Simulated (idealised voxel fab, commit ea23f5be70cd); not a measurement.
The following is a process module called voxel self aligned contacts.
Section shown: cut. Width: 155 nm. Cell size: 5 nm, square.
Bands, listed from the top down, are how a cross-section gets written in this document; the cross-section itself is a grid of square cells, and a band is one or more rows of them. Per band: top height and bottom height in nm, followed by the left-to-right materials and their widths in nm; "throughout" marks a single material spanning edge to edge, "empty" marks empty space. Heights are measured from 0, the level below which the as-received wafer is all one material; the lowest band has no bottom and continues downward, written as in "z 0 and below". When a width is written as two numbers, as in "30 to 40", the first number is the width in the top row of cells of the band and the second is the width in its bottom row, and the width changes by the same amount from each row to the next. "stayed the same", as given for a step, is the statement that not any cell of the cross-section underwent a change during that step. The entry "Enclosed internal cavities" lists the empty spaces that cover at least 8 cells and have no open path to the top. Each is written as width x height at distance, where the distance is measured from the left edge and all three values are in nm. Note: text after step settings on the step line = simulator remark on that step. If you see "overlay nm" on a step's line and that step has a mask, it's telling you how far right of where it was planned the mask ended up; a negative number means it went left instead. In what follows, pairs of cross-sections are presented, each taken before and after one process step, with the after cross-section shown only down to the lowest band that was altered; the step, together with its settings, is stated below the pair. The pairs may stem from different runs of this module on the same starting wafer; accordingly, a pair should be taken as continuing from the one above it solely where its entry headed "Prior to processing" indicates as much.

-- Prior to processing
  z 0 and below  Si throughout
  Enclosed internal cavities: none

-- After the Step
  z 0 to -5  SiO2 throughout
  Under -5: no change, same as before.
  Enclosed internal cavities: none
Can you name the step between the two cross-sections above? It is OXIDIZE with depth nm 5

Prior to processing: carried over from the after image of the pair right above.

-- After the Step
  z 30 to 0  polySi throughout
  Under 0: no change, same as before.
  Enclosed internal cavities: none
Can you name the step between the two cross-sections above? It is DIRECTIONAL_DEP with material polySi, thk nm 30

Prior to processing: carried over from the after image of the pair right above.

-- After the Step
  z 45 to 30  SiN throughout
  Under 30: no change, same as before.
  Enclosed internal cavities: none
Can you name the step between the two cross-sections above? It is DIRECTIONAL_DEP with material SiN, thk nm 15

Prior to processing: carried over from the after image of the pair right above.

-- After the Step
  z 60 to 45  empty 40 | resist 25 | empty 25 | resist 25 | empty 40
  Under 45: no change, same as before.
  Enclosed internal cavities: none
Can you name the step between the two cross-sections above? It is PATTERN with tone cover, mask id GATE, material resist, width nm 25, pitch nm 50, thk nm 15, overlay nm 0

Prior to processing: carried over from the after image of the pair right above.

-- After the Step
  z 60 to 45  empty 40 | resist 25 | empty 25 | resist 25 | empty 40
  z 45 to 30  empty 40 | SiN 25 | empty 25 | SiN 25 | empty 40
  Under 30: no change, same as before.
  Enclosed internal cavities: none
Can you name the step between the two cross-sections above? It is DIRECTIONAL_ETCH with etch materials SiN, depth nm 15

Prior to processing: carried over from the after image of the pair right above.

-- After the Step
  z 60 to 45  empty 40 | resist 25 | empty 25 | resist 25 | empty 40
  z 45 to 30  empty 40 | SiN 25 | empty 25 | SiN 25 | empty 40
  z 30 to 0  empty 40 | polySi 25 | empty 25 | polySi 25 | empty 40
  Under 0: no change, same as before.
  Enclosed internal cavities: none
Can you name the step between the two cross-sections above? It is DIRECTIONAL_ETCH with etch materials polySi, depth nm 30

Prior to processing: carried over from the after image of the pair right above.

-- After the Step
  z 45 to 30  empty 40 | SiN 25 | empty 25 | SiN 25 | empty 40
  Under 30: no change, same as before.
  Enclosed internal cavities: none
Can you name the step between the two cross-sections above? It is STRIP with etch materials resist

Prior to processing: carried over from the after image of the pair right above.

-- After the Step
  z 50 to 30  empty 35 | SiN 35 | empty 15 | SiN 35 | empty 35
  z 30 to 5  empty 35 | SiN 5 | polySi 25 | SiN 5 | empty 15 | SiN 5 | polySi 25 | SiN 5 | empty 35
  z 5 to 0  SiN 40 | polySi 25 | SiN 25 | polySi 25 | SiN 40
  Under 0: no change, same as before.
  Enclosed internal cavities: none
Can you name the step between the two cross-sections above? It is CONFORMAL_DEP with material SiN, thk nm 5

Prior to processing: carried over from the after image of the pair right above.

-- After the Step
  z 45 to 30  empty 35 | SiN 35 | empty 15 | SiN 35 | empty 35
  z 30 to 0  empty 35 | SiN 5 | polySi 25 | SiN 5 | empty 15 | SiN 5 | polySi 25 | SiN 5 | empty 35
  Under 0: no change, same as before.
  Enclosed internal cavities: none
Can you name the step between the two cross-sections above? It is DIRECTIONAL_ETCH with etch materials SiN, depth nm 5

Prior to processing: carried over from the after image of the pair right above.

-- After the Step
  z 60 to 45  SiO2 throughout
  z 45 to 30  SiO2 35 | SiN 35 | SiO2 15 | SiN 35 | SiO2 35
  z 30 to 0  SiO2 35 | SiN 5 | polySi 25 | SiN 5 | SiO2 15 | SiN 5 | polySi 25 | SiN 5 | SiO2 35
  Under 0: no change, same as before.
  Enclosed internal cavities: none
Can you name the step between the two cross-sections above? It is FILL_DEP with material SiO2, thk nm 15

Prior to processing: carried over from the after image of the pair right above.

-- After the Step
  z 50 to 45  SiO2 throughout
  Under 45: no change, same as before.
  Enclosed internal cavities: none
Can you name the step between the two cross-sections above? It is CMP with height nm 50

Prior to processing: carried over from the after image of the pair right above.

-- After the Step
  z 70 to 50  resist 60 | empty 35 | resist 60
  Under 50: no change, same as before.
  Enclosed internal cavities: none
Can you name the step between the two cross-sections above? It is PATTERN with tone open, mask id CONTACT, material resist, width nm 35, thk nm 20, overlay nm 0

Prior to processing: carried over from the after image of the pair right above.

-- After the Step
  z 70 to 50  resist 60 | empty 35 | resist 60
  z 50 to 45  SiO2 60 | empty 35 | SiO2 60
  z 45 to 30  SiO2 35 | SiN 35 | empty 15 | SiN 35 | SiO2 35
  z 30 to 0  SiO2 35 | SiN 5 | polySi 25 | SiN 5 | empty 15 | SiN 5 | polySi 25 | SiN 5 | SiO2 35
  z 0 to -5  SiO2 70 | empty 15 | SiO2 70
  Under -5: no change, same as before.
  Enclosed internal cavities: none
Can you name the step between the two cross-sections above? It is DIRECTIONAL_ETCH with etch materials SiO2, depth nm 55

Prior to processing: carried over from the after image of the pair right above.

-- After the Step
  z 50 to 45  SiO2 60 | empty 35 | SiO2 60
  Under 45: no change, same as before.
  Enclosed internal cavities: none
Can you name the step between the two cross-sections above? It is STRIP with etch materials resist

Prior to processing: carried over from the after image of the pair right above.

-- After the Step
  z 55 to 50  TiN 65 | empty 25 | TiN 65
  z 50 to 45  SiO2 60 | TiN 15 | empty 5 | TiN 15 | SiO2 60
  z 45 to 30  SiO2 35 | SiN 35 | TiN 5 | empty 5 | TiN 5 | SiN 35 | SiO2 35
  z 30 to 0  SiO2 35 | SiN 5 | polySi 25 | SiN 5 | TiN 5 | empty 5 | TiN 5 | SiN 5 | polySi 25 | SiN 5 | SiO2 35
  z 0 to -5  SiO2 70 | TiN 15 | SiO2 70
  Under -5: no change, same as before.
  Enclosed internal cavities: none
Can you name the step between the two cross-sections above? It is CONFORMAL_DEP with material TiN, thk nm 5

Prior to processing: carried over from the after image of the pair right above.

-- After the Step
  z 65 to 55  Ru throughout
  z 55 to 50  TiN 65 | Ru 25 | TiN 65
  z 50 to 45  SiO2 60 | TiN 15 | Ru 5 | TiN 15 | SiO2 60
  z 45 to 30  SiO2 35 | SiN 35 | TiN 5 | Ru 5 | TiN 5 | SiN 35 | SiO2 35
  z 30 to 0  SiO2 35 | SiN 5 | polySi 25 | SiN 5 | TiN 5 | Ru 5 | TiN 5 | SiN 5 | polySi 25 | SiN 5 | SiO2 35
  Under 0: no change, same as before.
  Enclosed internal cavities: none
Can you name the step between the two cross-sections above? It is FILL_DEP with material Ru, thk nm 10

Prior to processing: carried over from the after image of the pair right above.

-- After the Step
  z 50 to 45  SiO2 60 | TiN 15 | Ru 5 | TiN 15 | SiO2 60
  Under 45: no change, same as before.
  Enclosed internal cavities: none
Can you name the step between the two cross-sections above? It is CMP with height nm 50

Prior to processing: carried over from the after image of the pair right above.

-- After the Step
  z 55 to 50  SiCN throughout
  Under 50: no change, same as before.
  Enclosed internal cavities: none
Can you name the step between the two cross-sections above? It is CONFORMAL_DEP with material SiCN, thk nm 5

-- Prior to processing
  z 45 to 30  empty 40 | SiN 25 | empty 25 | SiN 25 | empty 40
  z 30 to 0  empty 40 | polySi 25 | empty 25 | polySi 25 | empty 40
  z 0 to -5  SiO2 throughout
  z -5 and below  Si throughout
  Enclosed internal cavities: none

-- After the Step
  z 40 to 30  empty 40 | SiN 25 | empty 25 | SiN 25 | empty 40
  Under 30: no change, same as before.
  Enclosed internal cavities: none
Can you name the step between the two cross-sections above? It is DIRECTIONAL_ETCH with etch materials SiN, depth nm 5

Prior to processing: carried over from the after image of the pair right above.

-- After the Step
  z 55 to 40  SiO2 throughout
  z 40 to 30  SiO2 40 | SiN 25 | SiO2 25 | SiN 25 | SiO2 40
  z 30 to 0  SiO2 40 | polySi 25 | SiO2 25 | polySi 25 | SiO2 40
  Under 0: no change, same as before.
  Enclosed internal cavities: none
Can you name the step between the two cross-sections above? It is FILL_DEP with material SiO2, thk nm 15

Prior to processing: carried over from the after image of the pair right above.

-- After the Step
  z 50 to 40  SiO2 throughout
  Under 40: no change, same as before.
  Enclosed internal cavities: none
Can you name the step between the two cross-sections above? It is CMP with height nm 50

Prior to processing: carried over from the after image of the pair right above.

-- After the Step
  z 70 to 50  resist 60 | empty 35 | resist 60
  Under 50: no change, same as before.
  Enclosed internal cavities: none
Can you name the step between the two cross-sections above? It is PATTERN with tone open, mask id CONTACT, material resist, width nm 35, thk nm 20, overlay nm 0

Prior to processing: carried over from the after image of the pair right above.

-- After the Step
  z 70 to 50  resist 60 | empty 35 | resist 60
  z 50 to 40  SiO2 60 | empty 35 | SiO2 60
  z 40 to 30  SiO2 40 | SiN 25 | empty 25 | SiN 25 | SiO2 40
  z 30 to 0  SiO2 40 | polySi 25 | empty 25 | polySi 25 | SiO2 40
  z 0 to -5  SiO2 65 | empty 25 | SiO2 65
  Under -5: no change, same as before.
  Enclosed internal cavities: none
Can you name the step between the two cross-sections above? It is DIRECTIONAL_ETCH with etch materials SiO2, depth nm 55

Prior to processing: carried over from the after image of the pair right above.

-- After the Step
  z 50 to 40  SiO2 60 | empty 35 | SiO2 60
  Under 40: no change, same as before.
  Enclosed internal cavities: none
Can you name the step between the two cross-sections above? It is STRIP with etch materials resist

Prior to processing: carried over from the after image of the pair right above.

-- After the Step
  z 55 to 50  TiN 65 | empty 25 | TiN 65
  z 50 to 40  SiO2 60 | TiN 5 to 10 | empty 25 to 15 | TiN 5 to 10 | SiO2 60
  z 40 to 30  SiO2 40 | SiN 25 | TiN 5 | empty 15 | TiN 5 | SiN 25 | SiO2 40
  z 30 to 0  SiO2 40 | polySi 25 | TiN 5 | empty 15 | TiN 5 | polySi 25 | SiO2 40
  z 0 to -5  SiO2 65 | TiN 25 | SiO2 65
  Under -5: no change, same as before.
  Enclosed internal cavities: none
Can you name the step between the two cross-sections above? It is CONFORMAL_DEP with material TiN, thk nm 5

Prior to processing: carried over from the after image of the pair right above.

-- After the Step
  z 65 to 55  Ru throughout
  z 55 to 50  TiN 65 | Ru 25 | TiN 65
  z 50 to 40  SiO2 60 | TiN 5 to 10 | Ru 25 to 15 | TiN 5 to 10 | SiO2 60
  z 40 to 30  SiO2 40 | SiN 25 | TiN 5 | Ru 15 | TiN 5 | SiN 25 | SiO2 40
  z 30 to 0  SiO2 40 | polySi 25 | TiN 5 | Ru 15 | TiN 5 | polySi 25 | SiO2 40
  Under 0: no change, same as before.
  Enclosed internal cavities: none
Can you name the step between the two cross-sections above? It is FILL_DEP with material Ru, thk nm 10

Prior to processing: carried over from the after image of the pair right above.

-- After the Step
  z 50 to 40  SiO2 60 | TiN 5 to 10 | Ru 25 to 15 | TiN 5 to 10 | SiO2 60
  Under 40: no change, same as before.
  Enclosed internal cavities: none
Can you name the step between the two cross-sections above? It is CMP with height nm 50

Prior to processing: carried over from the after image of the pair right above.

-- After the Step
  z 55 to 50  SiCN throughout
  Under 50: no change, same as before.
  Enclosed internal cavities: none
Can you name the step between the two cross-sections above? It is CONFORMAL_DEP with material SiCN, thk nm 5

-- Prior to processing
  z 45 to 30  SiN throughout
  z 30 to 0  polySi throughout
  z 0 to -5  SiO2 throughout
  z -5 and below  Si throughout
  Enclosed internal cavities: none

-- After the Step
  z 60 to 30  SiN throughout
  Under 30: no change, same as before.
  Enclosed internal cavities: none
Can you name the step between the two cross-sections above? It is DIRECTIONAL_DEP with material SiN, thk nm 15

Prior to processing: carried over from the after image of the pair right above.

-- After the Step
  z 75 to 60  empty 40 | resist 25 | empty 25 | resist 25 | empty 40
  Under 60: no change, same as before.
  Enclosed internal cavities: none
Can you name the step between the two cross-sections above? It is PATTERN with tone cover, mask id GATE, material resist, width nm 25, pitch nm 50, thk nm 15, overlay nm 0

Prior to processing: carried over from the after image of the pair right above.

-- After the Step
  z 75 to 60  empty 40 | resist 25 | empty 25 | resist 25 | empty 40
  z 60 to 45  empty 40 | SiN 25 | empty 25 | SiN 25 | empty 40
  Under 45: no change, same as before.
  Enclosed internal cavities: none
Can you name the step between the two cross-sections above? It is DIRECTIONAL_ETCH with etch materials SiN, depth nm 15

Prior to processing: carried over from the after image of the pair right above.

-- After the Step
  z 60 to 45  empty 40 | SiN 25 | empty 25 | SiN 25 | empty 40
  Under 45: no change, same as before.
  Enclosed internal cavities: none
Can you name the step between the two cross-sections above? It is STRIP with etch materials resist

Prior to processing: carried over from the after image of the pair right above.

-- After the Step
  z 65 to 50  empty 35 | SiN 35 | empty 15 | SiN 35 | empty 35
  z 50 to 30  SiN throughout
  Under 30: no change, same as before.
  Enclosed internal cavities: none
Can you name the step between the two cross-sections above? It is CONFORMAL_DEP with material SiN, thk nm 5

Prior to processing: carried over from the after image of the pair right above.

-- After the Step
  z 60 to 45  empty 35 | SiN 35 | empty 15 | SiN 35 | empty 35
  Under 45: no change, same as before.
  Enclosed internal cavities: none
Can you name the step between the two cross-sections above? It is DIRECTIONAL_ETCH with etch materials SiN, depth nm 5

Prior to processing: carried over from the after image of the pair right above.

-- After the Step
  z 75 to 60  SiO2 throughout
  z 60 to 45  SiO2 35 | SiN 35 | SiO2 15 | SiN 35 | SiO2 35
  Under 45: no change, same as before.
  Enclosed internal cavities: none
Can you name the step between the two cross-sections above? It is FILL_DEP with material SiO2, thk nm 15

Prior to processing: carried over from the after image of the pair right above.

-- After the Step
  z 50 to 45  SiO2 35 | SiN 35 | SiO2 15 | SiN 35 | SiO2 35
  Under 45: no change, same as before.
  Enclosed internal cavities: none
Can you name the step between the two cross-sections above? It is CMP with height nm 50

Prior to processing: carried over from the after image of the pair right above.

-- After the Step
  z 70 to 50  resist 60 | empty 35 | resist 60
  Under 50: no change, same as before.
  Enclosed internal cavities: none
Can you name the step between the two cross-sections above? It is PATTERN with tone open, mask id CONTACT, material resist, width nm 35, thk nm 20, overlay nm 0

Prior to processing: carried over from the after image of the pair right above.

-- After the Step
  z 70 to 50  resist 60 | empty 35 | resist 60
  z 50 to 45  SiO2 35 | SiN 35 | empty 15 | SiN 35 | SiO2 35
  Under 45: no change, same as before.
  Enclosed internal cavities: none
Can you name the step between the two cross-sections above? It is DIRECTIONAL_ETCH with etch materials SiO2, depth nm 55

Prior to processing: carried over from the after image of the pair right above.

-- After the Step
  z 50 to 45  SiO2 35 | SiN 35 | empty 15 | SiN 35 | SiO2 35
  Under 45: no change, same as before.
  Enclosed internal cavities: none
Can you name the step between the two cross-sections above? It is STRIP with etch materials resist

Prior to processing: carried over from the after image of the pair right above.

-- After the Step
  z 55 to 50  TiN 75 | empty 5 | TiN 75
  z 50 to 45  SiO2 35 | SiN 35 | TiN 15 | SiN 35 | SiO2 35
  Under 45: no change, same as before.
  Enclosed internal cavities: none
Can you name the step between the two cross-sections above? It is CONFORMAL_DEP with material TiN, thk nm 5

Prior to processing: carried over from the after image of the pair right above.

-- After the Step
  z 65 to 55  Ru throughout
  z 55 to 50  TiN 75 | Ru 5 | TiN 75
  Under 50: no change, same as before.
  Enclosed internal cavities: none
Can you name the step between the two cross-sections above? It is FILL_DEP with material Ru, thk nm 10

Prior to processing: carried over from the after image of the pair right above.

-- After the Step
  z 50 to 45  SiO2 35 | SiN 35 | TiN 15 | SiN 35 | SiO2 35
  Under 45: no change, same as before.
  Enclosed internal cavities: none
Can you name the step between the two cross-sections above? It is CMP with height nm 50

Prior to processing: carried over from the after image of the pair right above.

-- After the Step
  z 55 to 50  SiCN throughout
  Under 50: no change, same as before.
  Enclosed internal cavities: none
Can you name the step between the two cross-sections above? It is CONFORMAL_DEP with material SiCN, thk nm 5

-- Prior to processing
  z 0 and below  Si throughout
  Enclosed internal cavities: none

-- After the Step
  z 30 to 0  polySi throughout
  Under 0: no change, same as before.
  Enclosed internal cavities: none
Can you name the step between the two cross-sections above? It is DIRECTIONAL_DEP with material polySi, thk nm 30

Prior to processing: carried over from the after image of the pair right above.

-- After the Step
  z 30 to 25  SiO2 throughout
  Under 25: no change, same as before.
  Enclosed internal cavities: none
Can you name the step between the two cross-sections above? It is OXIDIZE with depth nm 5

Prior to processing: carried over from the after image of the pair right above.

-- After the Step
  z 45 to 30  SiN throughout
  Under 30: no change, same as before.
  Enclosed internal cavities: none
Can you name the step between the two cross-sections above? It is DIRECTIONAL_DEP with material SiN, thk nm 15

Prior to processing: carried over from the after image of the pair right above.

-- After the Step
  z 60 to 45  empty 40 | resist 25 | empty 25 | resist 25 | empty 40
  Under 45: no change, same as before.
  Enclosed internal cavities: none
Can you name the step between the two cross-sections above? It is PATTERN with tone cover, mask id GATE, material resist, width nm 25, pitch nm 50, thk nm 15, overlay nm 0

Prior to processing: carried over from the after image of the pair right above.

-- After the Step
  z 60 to 45  empty 40 | resist 25 | empty 25 | resist 25 | empty 40
  z 45 to 30  empty 40 | SiN 25 | empty 25 | SiN 25 | empty 40
  Under 30: no change, same as before.
  Enclosed internal cavities: none
Can you name the step between the two cross-sections above? It is DIRECTIONAL_ETCH with etch materials SiN, depth nm 15

Prior to processing: carried over from the after image of the pair right above.

-- After the Step
  z 45 to 30  empty 40 | SiN 25 | empty 25 | SiN 25 | empty 40
  Under 30: no change, same as before.
  Enclosed internal cavities: none
Can you name the step between the two cross-sections above? It is STRIP with etch materials resist

Prior to processing: carried over from the after image of the pair right above.

-- After the Step
  z 50 to 35  empty 35 | SiN 35 | empty 15 | SiN 35 | empty 35
  z 35 to 30  SiN throughout
  Under 30: no change, same as before.
  Enclosed internal cavities: none
Can you name the step between the two cross-sections above? It is CONFORMAL_DEP with material SiN, thk nm 5

Prior to processing: carried over from the after image of the pair right above.

-- After the Step
  z 45 to 30  empty 35 | SiN 35 | empty 15 | SiN 35 | empty 35
  Under 30: no change, same as before.
  Enclosed internal cavities: none
Can you name the step between the two cross-sections above? It is DIRECTIONAL_ETCH with etch materials SiN, depth nm 5

Prior to processing: carried over from the after image of the pair right above.

-- After the Step
  z 60 to 45  SiO2 throughout
  z 45 to 30  SiO2 35 | SiN 35 | SiO2 15 | SiN 35 | SiO2 35
  Under 30: no change, same as before.
  Enclosed internal cavities: none
Can you name the step between the two cross-sections above? It is FILL_DEP with material SiO2, thk nm 15

Prior to processing: carried over from the after image of the pair right above.

-- After the Step
  z 50 to 45  SiO2 throughout
  Under 45: no change, same as before.
  Enclosed internal cavities: none
Can you name the step between the two cross-sections above? It is CMP with height nm 50

Prior to processing: carried over from the after image of the pair right above.

-- After the Step
  z 70 to 50  resist 60 | empty 35 | resist 60
  Under 50: no change, same as before.
  Enclosed internal cavities: none
Can you name the step between the two cross-sections above? It is PATTERN with tone open, mask id CONTACT, material resist, width nm 35, thk nm 20, overlay nm 0

Prior to processing: carried over from the after image of the pair right above.

-- After the Step
  z 70 to 50  resist 60 | empty 35 | resist 60
  z 50 to 45  SiO2 60 | empty 35 | SiO2 60
  z 45 to 30  SiO2 35 | SiN 35 | empty 15 | SiN 35 | SiO2 35
  z 30 to 25  SiO2 70 | empty 15 | SiO2 70
  Under 25: no change, same as before.
  Enclosed internal cavities: none
Can you name the step between the two cross-sections above? It is DIRECTIONAL_ETCH with etch materials SiO2, depth nm 55

Prior to processing: carried over from the after image of the pair right above.

-- After the Step
  z 50 to 45  SiO2 60 | empty 35 | SiO2 60
  Under 45: no change, same as before.
  Enclosed internal cavities: none
Can you name the step between the two cross-sections above? It is STRIP with etch materials resist

Prior to processing: carried over from the after image of the pair right above.

-- After the Step
  z 55 to 50  TiN 65 | empty 25 | TiN 65
  z 50 to 45  SiO2 60 | TiN 15 | empty 5 | TiN 15 | SiO2 60
  z 45 to 30  SiO2 35 | SiN 35 | TiN 5 | empty 5 | TiN 5 | SiN 35 | SiO2 35
  z 30 to 25  SiO2 70 | TiN 15 | SiO2 70
  Under 25: no change, same as before.
  Enclosed internal cavities: none
Can you name the step between the two cross-sections above? It is CONFORMAL_DEP with material TiN, thk nm 5

Prior to processing: carried over from the after image of the pair right above.

-- After the Step
  z 65 to 55  Ru throughout
  z 55 to 50  TiN 65 | Ru 25 | TiN 65
  z 50 to 45  SiO2 60 | TiN 15 | Ru 5 | TiN 15 | SiO2 60
  z 45 to 30  SiO2 35 | SiN 35 | TiN 5 | Ru 5 | TiN 5 | SiN 35 | SiO2 35
  Under 30: no change, same as before.
  Enclosed internal cavities: none
Can you name the step between the two cross-sections above? It is FILL_DEP with material Ru, thk nm 10

Prior to processing: carried over from the after image of the pair right above.

-- After the Step
  z 50 to 45  SiO2 60 | TiN 15 | Ru 5 | TiN 15 | SiO2 60
  Under 45: no change, same as before.
  Enclosed internal cavities: none
Can you name the step between the two cross-sections above? It is CMP with height nm 50

Prior to processing: carried over from the after image of the pair right above.

-- After the Step
  z 55 to 50  SiCN throughout
  Under 50: no change, same as before.
  Enclosed internal cavities: none
Can you name the step between the two cross-sections above? It is CONFORMAL_DEP with material SiCN, thk nm 5

-- Prior to processing
  z 0 to -5  SiO2 throughout
  z -5 and below  Si throughout
  Enclosed internal cavities: none

-- After the Step
  z 25 to 0  polySi throughout
  Under 0: no change, same as before.
  Enclosed internal cavities: none
Can you name the step between the two cross-sections above? It is DIRECTIONAL_DEP with material polySi, thk nm 25

Prior to processing: carried over from the after image of the pair right above.

-- After the Step
  z 40 to 25  SiN throughout
  Under 25: no change, same as before.
  Enclosed internal cavities: none
Can you name the step between the two cross-sections above? It is DIRECTIONAL_DEP with material SiN, thk nm 15

Prior to processing: carried over from the after image of the pair right above.

-- After the Step
  z 55 to 40  empty 40 | resist 25 | empty 25 | resist 25 | empty 40
  Under 40: no change, same as before.
  Enclosed internal cavities: none
Can you name the step between the two cross-sections above? It is PATTERN with tone cover, mask id GATE, material resist, width nm 25, pitch nm 50, thk nm 15, overlay nm 0

Prior to processing: carried over from the after image of the pair right above.

-- After the Step
  z 55 to 40  empty 40 | resist 25 | empty 25 | resist 25 | empty 40
  z 40 to 25  empty 40 | SiN 25 | empty 25 | SiN 25 | empty 40
  Under 25: no change, same as before.
  Enclosed internal cavities: none
Can you name the step between the two cross-sections above? It is DIRECTIONAL_ETCH with etch materials SiN, depth nm 15

Prior to processing: carried over from the after image of the pair right above.

-- After the Step
  z 55 to 40  empty 40 | resist 25 | empty 25 | resist 25 | empty 40
  z 40 to 25  empty 40 | SiN 25 | empty 25 | SiN 25 | empty 40
  z 25 to 0  empty 40 | polySi 25 | empty 25 | polySi 25 | empty 40
  Under 0: no change, same as before.
  Enclosed internal cavities: none
Can you name the step between the two cross-sections above? It is DIRECTIONAL_ETCH with etch materials polySi, depth nm 30

Prior to processing: carried over from the after image of the pair right above.

-- After the Step
  z 40 to 25  empty 40 | SiN 25 | empty 25 | SiN 25 | empty 40
  Under 25: no change, same as before.
  Enclosed internal cavities: none
Can you name the step between the two cross-sections above? It is STRIP with etch materials resist

Prior to processing: carried over from the after image of the pair right above.

-- After the Step
  z 45 to 25  empty 35 | SiN 35 | empty 15 | SiN 35 | empty 35
  z 25 to 5  empty 35 | SiN 5 | polySi 25 | SiN 5 | empty 15 | SiN 5 | polySi 25 | SiN 5 | empty 35
  z 5 to 0  SiN 40 | polySi 25 | SiN 25 | polySi 25 | SiN 40
  Under 0: no change, same as before.
  Enclosed internal cavities: none
Can you name the step between the two cross-sections above? It is CONFORMAL_DEP with material SiN, thk nm 5

Prior to processing: carried over from the after image of the pair right above.

-- After the Step
  z 40 to 25  empty 35 | SiN 35 | empty 15 | SiN 35 | empty 35
  z 25 to 0  empty 35 | SiN 5 | polySi 25 | SiN 5 | empty 15 | SiN 5 | polySi 25 | SiN 5 | empty 35
  Under 0: no change, same as before.
  Enclosed internal cavities: none
Can you name the step between the two cross-sections above? It is DIRECTIONAL_ETCH with etch materials SiN, depth nm 5

Prior to processing: carried over from the after image of the pair right above.

-- After the Step
  z 55 to 40  SiO2 throughout
  z 40 to 25  SiO2 35 | SiN 35 | SiO2 15 | SiN 35 | SiO2 35
  z 25 to 0  SiO2 35 | SiN 5 | polySi 25 | SiN 5 | SiO2 15 | SiN 5 | polySi 25 | SiN 5 | SiO2 35
  Under 0: no change, same as before.
  Enclosed internal cavities: none
Can you name the step between the two cross-sections above? It is FILL_DEP with material SiO2, thk nm 15

Prior to processing: carried over from the after image of the pair right above.

-- After the Step
  z 50 to 40  SiO2 throughout
  Under 40: no change, same as before.
  Enclosed internal cavities: none
Can you name the step between the two cross-sections above? It is CMP with height nm 50

Prior to processing: carried over from the after image of the pair right above.

-- After the Step
  z 70 to 50  resist 60 | empty 35 | resist 60
  Under 50: no change, same as before.
  Enclosed internal cavities: none
Can you name the step between the two cross-sections above? It is PATTERN with tone open, mask id CONTACT, material resist, width nm 35, thk nm 20, overlay nm 0

Prior to processing: carried over from the after image of the pair right above.

-- After the Step
  z 70 to 50  resist 60 | empty 35 | resist 60
  z 50 to 40  SiO2 60 | empty 35 | SiO2 60
  z 40 to 25  SiO2 35 | SiN 35 | empty 15 | SiN 35 | SiO2 35
  z 25 to 0  SiO2 35 | SiN 5 | polySi 25 | SiN 5 | empty 15 | SiN 5 | polySi 25 | SiN 5 | SiO2 35
  z 0 to -5  SiO2 70 | empty 15 | SiO2 70
  Under -5: no change, same as before.
  Enclosed internal cavities: none
Can you name the step between the two cross-sections above? It is DIRECTIONAL_ETCH with etch materials SiO2, depth nm 55

Prior to processing: carried over from the after image of the pair right above.

-- After the Step
  z 50 to 40  SiO2 60 | empty 35 | SiO2 60
  Under 40: no change, same as before.
  Enclosed internal cavities: none
Can you name the step between the two cross-sections above? It is STRIP with etch materials resist

Prior to processing: carried over from the after image of the pair right above.

-- After the Step
  z 55 to 50  TiN 65 | empty 25 | TiN 65
  z 50 to 40  SiO2 60 | TiN 5 to 15 | empty 25 to 5 | TiN 5 to 15 | SiO2 60
  z 40 to 25  SiO2 35 | SiN 35 | TiN 5 | empty 5 | TiN 5 | SiN 35 | SiO2 35
  z 25 to 0  SiO2 35 | SiN 5 | polySi 25 | SiN 5 | TiN 5 | empty 5 | TiN 5 | SiN 5 | polySi 25 | SiN 5 | SiO2 35
  z 0 to -5  SiO2 70 | TiN 15 | SiO2 70
  Under -5: no change, same as before.
  Enclosed internal cavities: none
Can you name the step between the two cross-sections above? It is CONFORMAL_DEP with material TiN, thk nm 5

Prior to processing: carried over from the after image of the pair right above.

-- After the Step
  z 65 to 55  Ru throughout
  z 55 to 50  TiN 65 | Ru 25 | TiN 65
  z 50 to 40  SiO2 60 | TiN 5 to 15 | Ru 25 to 5 | TiN 5 to 15 | SiO2 60
  z 40 to 25  SiO2 35 | SiN 35 | TiN 5 | Ru 5 | TiN 5 | SiN 35 | SiO2 35
  z 25 to 0  SiO2 35 | SiN 5 | polySi 25 | SiN 5 | TiN 5 | Ru 5 | TiN 5 | SiN 5 | polySi 25 | SiN 5 | SiO2 35
  Under 0: no change, same as before.
  Enclosed internal cavities: none
Can you name the step between the two cross-sections above? It is FILL_DEP with material Ru, thk nm 10

Prior to processing: carried over from the after image of the pair right above.

-- After the Step
  z 50 to 40  SiO2 60 | TiN 5 to 15 | Ru 25 to 5 | TiN 5 to 15 | SiO2 60
  Under 40: no change, same as before.
  Enclosed internal cavities: none
Can you name the step between the two cross-sections above? It is CMP with height nm 50

Prior to processing: carried over from the after image of the pair right above.

-- After the Step
  z 55 to 50  SiCN throughout
  Under 50: no change, same as before.
  Enclosed internal cavities: none
Can you name the step between the two cross-sections above? It is CONFORMAL_DEP with material SiCN, thk nm 5

-- Prior to processing
  z 45 to 30  SiN throughout
  z 30 to 0  polySi throughout
  z 0 to -5  SiO2 throughout
  z -5 and below  Si throughout
  Enclosed internal cavities: none

-- After the Step
  z 60 to 45  empty 40 | resist 30 | empty 20 | resist 30 | empty 35
  Under 45: no change, same as before.
  Enclosed internal cavities: none
Can you name the step between the two cross-sections above? It is PATTERN with tone cover, mask id GATE, material resist, width nm 30, pitch nm 50, thk nm 15, overlay nm 0

Prior to processing: carried over from the after image of the pair right above.

-- After the Step
  z 60 to 45  empty 40 | resist 30 | empty 20 | resist 30 | empty 35
  z 45 to 30  empty 40 | SiN 30 | empty 20 | SiN 30 | empty 35
  Under 30: no change, same as before.
  Enclosed internal cavities: none
Can you name the step between the two cross-sections above? It is DIRECTIONAL_ETCH with etch materials SiN, depth nm 15

Prior to processing: carried over from the after image of the pair right above.

-- After the Step
  z 60 to 45  empty 40 | resist 30 | empty 20 | resist 30 | empty 35
  z 45 to 30  empty 40 | SiN 30 | empty 20 | SiN 30 | empty 35
  z 30 to 0  empty 40 | polySi 30 | empty 20 | polySi 30 | empty 35
  Under 0: no change, same as before.
  Enclosed internal cavities: none
Can you name the step between the two cross-sections above? It is DIRECTIONAL_ETCH with etch materials polySi, depth nm 30

Prior to processing: carried over from the after image of the pair right above.

-- After the Step
  z 45 to 30  empty 40 | SiN 30 | empty 20 | SiN 30 | empty 35
  Under 30: no change, same as before.
  Enclosed internal cavities: none
Can you name the step between the two cross-sections above? It is STRIP with etch materials resist

Prior to processing: carried over from the after image of the pair right above.

-- After the Step
  z 50 to 30  empty 35 | SiN 40 | empty 10 | SiN 40 | empty 30
  z 30 to 5  empty 35 | SiN 5 | polySi 30 | SiN 5 | empty 10 | SiN 5 | polySi 30 | SiN 5 | empty 30
  z 5 to 0  SiN 40 | polySi 30 | SiN 20 | polySi 30 | SiN 35
  Under 0: no change, same as before.
  Enclosed internal cavities: none
Can you name the step between the two cross-sections above? It is CONFORMAL_DEP with material SiN, thk nm 5
